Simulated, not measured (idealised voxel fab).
process module | voxel gate over fins
cross-section cut | 155 nm wide | cells 5 nm
A cross-section is a grid of square cells, given in bands from the top down. A band is one or more rows of cells.
Each band's line starts with the height of the band's top and of its bottom, in nm. Then come its materials from left to right, each with its width in nm. One material with "throughout" fills the band from edge to edge. "air" is empty space.
Height 0 is the level under which the wafer as received is all one material. The lowest band goes on downwards, as in "0 down".
A width such as "30 to 40" changes by the same amount from each row of cells to the next, from the band's top row to its bottom row.
"no change" after a step means that no cell of the cross-section changed.
closed voids: empty space of 8 cells or more with no open way to the top, each as width x height at its distance from the left edge, in nm
after a step's settings: what the simulator itself notes on the step
overlay nm, on a step with a mask: how far to the right of its planned place the mask lay; to the left if negative
plan
1 op RECEIVE | material Si
2 op CONFORMAL_DEP | material SiN | thk nm 10
3 op MASKED_ETCH | tone cover | mask id FINS | width nm 15 | pitch nm 55 | etch materials SiN | depth nm 10 | overlay nm 0
4 op MASKED_ETCH | tone cover | mask id FINS | width nm 15 | pitch nm 55 | etch materials Si | depth nm 35 | overlay nm 0
5 op FILL_DEP | material SiO2 | thk nm 15
6 op CMP | height nm 10
7 op DIRECTIONAL_DEP | material aC | thk nm 10
8 op PATTERN | tone open | mask id RAIL | material resist | width nm 15 | thk nm 25 | overlay nm 0
9 op DIRECTIONAL_ETCH | etch materials aC | depth nm 10
10 op STRIP | etch materials resist
11 op DIRECTIONAL_ETCH | etch materials SiO2 | depth nm 40
12 op STRIP | etch materials aC
13 op CONFORMAL_DEP | material TiN | thk nm 5
14 op FILL_DEP | material Ru | thk nm 10
15 op CMP | height nm 10
16 op SELECTIVE_ETCH | etch materials W Ru TiN | depth nm 30
17 op FILL_DEP | material SiO2 | thk nm 5
18 op CMP | height nm 10
19 op SELECTIVE_ETCH | etch materials SiO2 | depth nm 25
20 op STRIP | etch materials SiN
21 op CONFORMAL_DEP | material HfO2 | thk nm 5
22 op CONFORMAL_DEP | material TiN | thk nm 5
23 op CONFORMAL_DEP | material TiAl | thk nm 5
24 op CONFORMAL_DEP | material TiN | thk nm 5
25 op FILL_DEP | material W | thk nm 10
26 op CMP | height nm 25
27 op CONFORMAL_DEP | material SiCN | thk nm 10
as received, after step 1
  0 down: Si throughout
  closed voids: none
first wafer at the end, as planned
  35 to 25: SiCN throughout
  25 to 20: W throughout
  20 to 15: TiN throughout
  15 to 10: TiAl 45 | TiN 10 | TiAl 45 | TiN 10 | TiAl 45
  10 to 5: TiAl 5 | TiN 35 | TiAl 5 | TiN 10 | TiAl 5 | TiN 35 | TiAl 5 | TiN 10 | TiAl 5 | TiN 35 | TiAl 5
  5 to 0: TiAl 5 | TiN 5 | HfO2 25 | TiN 5 | TiAl 5 | TiN 10 | TiAl 5 | TiN 5 | HfO2 25 | TiN 5 | TiAl 5 | TiN 10 | TiAl 5 | TiN 5 | HfO2 25 | TiN 5 | TiAl 5
  0 to -5: TiAl 5 | TiN 5 | HfO2 5 | Si 15 | HfO2 5 | TiN 5 | TiAl 20 | TiN 5 | HfO2 5 | Si 15 | HfO2 5 | TiN 5 | TiAl 20 | TiN 5 | HfO2 5 | Si 15 | HfO2 5 | TiN 5 | TiAl 5
  -5 to -10: TiN 10 | HfO2 5 | Si 15 | HfO2 5 | TiN 30 | HfO2 5 | Si 15 | HfO2 5 | TiN 30 | HfO2 5 | Si 15 | HfO2 5 | TiN 10
  -10 to -15: HfO2 15 | Si 15 | HfO2 40 | Si 15 | HfO2 40 | Si 15 | HfO2 15
  -15 to -20: SiO2 15 | Si 15 | SiO2 40 | Si 15 | SiO2 40 | Si 15 | SiO2 15
  -20 to -25: SiO2 15 | Si 15 | SiO2 10 | TiN 5 | Ru 5 | TiN 5 | SiO2 15 | Si 15 | SiO2 40 | Si 15 | SiO2 15
  -25 to -30: SiO2 15 | Si 15 | SiO2 10 | TiN 15 | SiO2 15 | Si 15 | SiO2 40 | Si 15 | SiO2 15
  -30 to -35: SiO2 15 | Si 15 | SiO2 40 | Si 15 | SiO2 40 | Si 15 | SiO2 15
  -35 down: Si throughout
  closed voids: none
second wafer at the end: like start, like plan, one mistake
  35 to 25: SiCN throughout
  25 to 15: W throughout
  15 to 10: TiN 45 | W 10 | TiN 45 | W 10 | TiN 45
  10 to 5: TiN 5 | TiAl 35 | TiN 5 | W 10 | TiN 5 | TiAl 35 | TiN 5 | W 10 | TiN 5 | TiAl 35 | TiN 5
  5 to 0: TiN 5 | TiAl 5 | TiN 25 | TiAl 5 | TiN 5 | W 10 | TiN 5 | TiAl 5 | TiN 25 | TiAl 5 | TiN 5 | W 10 | TiN 5 | TiAl 5 | TiN 25 | TiAl 5 | TiN 5
  0 to -5: TiN 5 | TiAl 5 | TiN 5 | Si 15 | TiN 5 | TiAl 5 | TiN 20 | TiAl 5 | TiN 5 | Si 15 | TiN 5 | TiAl 5 | TiN 20 | TiAl 5 | TiN 5 | Si 15 | TiN 5 | TiAl 5 | TiN 5
  -5 to -10: TiAl 10 | TiN 5 | Si 15 | TiN 5 | TiAl 30 | TiN 5 | Si 15 | TiN 5 | TiAl 30 | TiN 5 | Si 15 | TiN 5 | TiAl 10
  -10 to -15: TiN 15 | Si 15 | TiN 40 | Si 15 | TiN 40 | Si 15 | TiN 15
  -15 to -20: SiO2 15 | Si 15 | SiO2 40 | Si 15 | SiO2 40 | Si 15 | SiO2 15
  -20 to -25: SiO2 15 | Si 15 | SiO2 10 | TiN 5 | Ru 5 | TiN 5 | SiO2 15 | Si 15 | SiO2 40 | Si 15 | SiO2 15
  -25 to -30: SiO2 15 | Si 15 | SiO2 10 | TiN 15 | SiO2 15 | Si 15 | SiO2 40 | Si 15 | SiO2 15
  -30 to -35: SiO2 15 | Si 15 | SiO2 40 | Si 15 | SiO2 40 | Si 15 | SiO2 15
  -35 down: Si throughout
  closed voids: none
what went wrong: step 21 was left out
at the end the second wafer has, in cells: 49 fewer of HfO2 | 6 more of TiN | 43 more of W
